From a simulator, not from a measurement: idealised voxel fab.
The document below concerns the process module designated voxel gate over fins.
In the cross-section labelled cut, the width is 140 nm and each square cell is 5 nm.
This document writes a cross-section as a grid whose cells are square, and gives it as bands, listed from the top down; one or more rows of cells form a band.
Per band: top height and bottom height in nm, followed by the left-to-right materials and their widths in nm; "edge to edge" marks a single material spanning edge to edge, "empty" marks empty space.
It should be noted that heights are counted from 0, beneath which the wafer as supplied is of one material throughout, and that the lowest band possesses no lower boundary but continues downward, as written in "0 down".
Think of "30->40" as a width that walks from the first number to the second as you go down the band, top row to bottom row, taking equal-sized steps from row to row.
Step marked "remains unaltered"? Then no cell in the cross-section changed in it.
Enclosed voids (no open way to top), threshold 8 cells or more, entry "Fully sealed cavities", notation width x height at distance, distance from left edge, nm.
Post-settings text on a step line: simulator's own remark regarding the step.
A step's line can hold "overlay nm"; with a mask on that step, the setting says how far right of the planned place the mask lay, while a negative setting says it lay to the left.
# Here's what the planned process steps look like
1: RECEIVE,material Si
2: CONFORMAL_DEP,material SiN,thk nm 5
3: PATTERN,tone cover,mask id FINS,material resist,width nm 15,pitch nm 60,thk nm 20,overlay nm 0
4: DIRECTIONAL_ETCH,etch materials SiN,depth nm 5
5: DIRECTIONAL_ETCH,etch materials Si,depth nm 40
6: STRIP,etch materials resist
7: OXIDIZE,depth nm 5
8: FILL_DEP,material SiO2,thk nm 15
9: CMP,height nm 5
10: PATTERN,tone open,mask id RAIL,material resist,width nm 15,thk nm 15,overlay nm 0
11: DIRECTIONAL_ETCH,etch materials SiO2,depth nm 40
12: STRIP,etch materials resist
13: CONFORMAL_DEP,material TiN,thk nm 5
14: FILL_DEP,material W,thk nm 10
15: CMP,height nm 5
16: SELECTIVE_ETCH,etch materials W Ru TiN,depth nm 20
17: FILL_DEP,material SiO2,thk nm 5
18: CMP,height nm 5
19: SELECTIVE_ETCH,etch materials SiO2,depth nm 15
20: STRIP,etch materials SiN
21: CONFORMAL_DEP,material HfO2,thk nm 5
22: CONFORMAL_DEP,material TiN,thk nm 5
23: CONFORMAL_DEP,material TiAl,thk nm 5
24: CONFORMAL_DEP,material TiN,thk nm 5
25: FILL_DEP,material W,thk nm 10
26: CMP,height nm 25
27: CONFORMAL_DEP,material SiCN,thk nm 10
# Cross-section of the wafer as it came to us, i.e., already through step 1
	0 down | Si edge to edge
	Fully sealed cavities: none
# Look at the cross-section after the module: the wafer started out the way shown above and the plan was the one shown above, yet one mistake was made along the way
	35 to 25 | SiCN edge to edge
	25 to 20 | W edge to edge
	20 to 15 | 15 W  45 TiN  15 W  45 TiN  20 W
	15 to 10 | 15 W  5 TiN  35 TiAl  5 TiN  15 W  5 TiN  35 TiAl  5 TiN  20 W
	10 to 5 | 15 W  5 TiN  5 TiAl  25 TiN  5 TiAl  5 TiN  15 W  5 TiN  5 TiAl  25 TiN  5 TiAl  5 TiN  20 W
	5 to 0 | 15 W  5 TiN  5 TiAl  5 TiN  15 HfO2  5 TiN  5 TiAl  25 TiN  5 TiAl  5 TiN  15 HfO2  5 TiN  5 TiAl  5 TiN  20 W
	0 to -5 | 15 W  5 TiN  5 TiAl  5 TiN  5 HfO2  5 Si  5 HfO2  5 TiN  35 TiAl  5 TiN  5 HfO2  5 Si  5 HfO2  5 TiN  5 TiAl  5 TiN  20 W
	-5 to -10 | 20 TiN  5 TiAl  5 TiN  5 HfO2  5 Si  5 HfO2  45 TiN  5 HfO2  5 Si  5 HfO2  5 TiN  5 TiAl  25 TiN
	-10 to -15 | 25 TiAl  5 TiN  5 HfO2  5 Si  5 HfO2  10 TiN  25 HfO2  10 TiN  5 HfO2  5 Si  5 HfO2  5 TiN  30 TiAl
	-15 to -20 | 30 TiN  5 HfO2  5 Si  5 HfO2  10 TiN  5 HfO2  5 TiN  5 W  5 TiN  5 HfO2  10 TiN  5 HfO2  5 Si  5 HfO2  35 TiN
	-20 to -25 | 35 HfO2  5 Si  20 HfO2  5 TiN  5 W  5 TiN  20 HfO2  5 Si  40 HfO2
	-25 to -30 | 35 SiO2  5 Si  20 SiO2  5 TiN  5 W  5 TiN  20 SiO2  5 Si  40 SiO2
	-30 to -35 | 35 SiO2  5 Si  20 SiO2  15 TiN  20 SiO2  5 Si  40 SiO2
	-35 to -45 | 35 SiO2  5 Si  55 SiO2  5 Si  40 SiO2
	-45 down | Si edge to edge
	Fully sealed cavities: none
Against the plan, the run slipped here: it should be noted that step 19 of the plan was executed twice
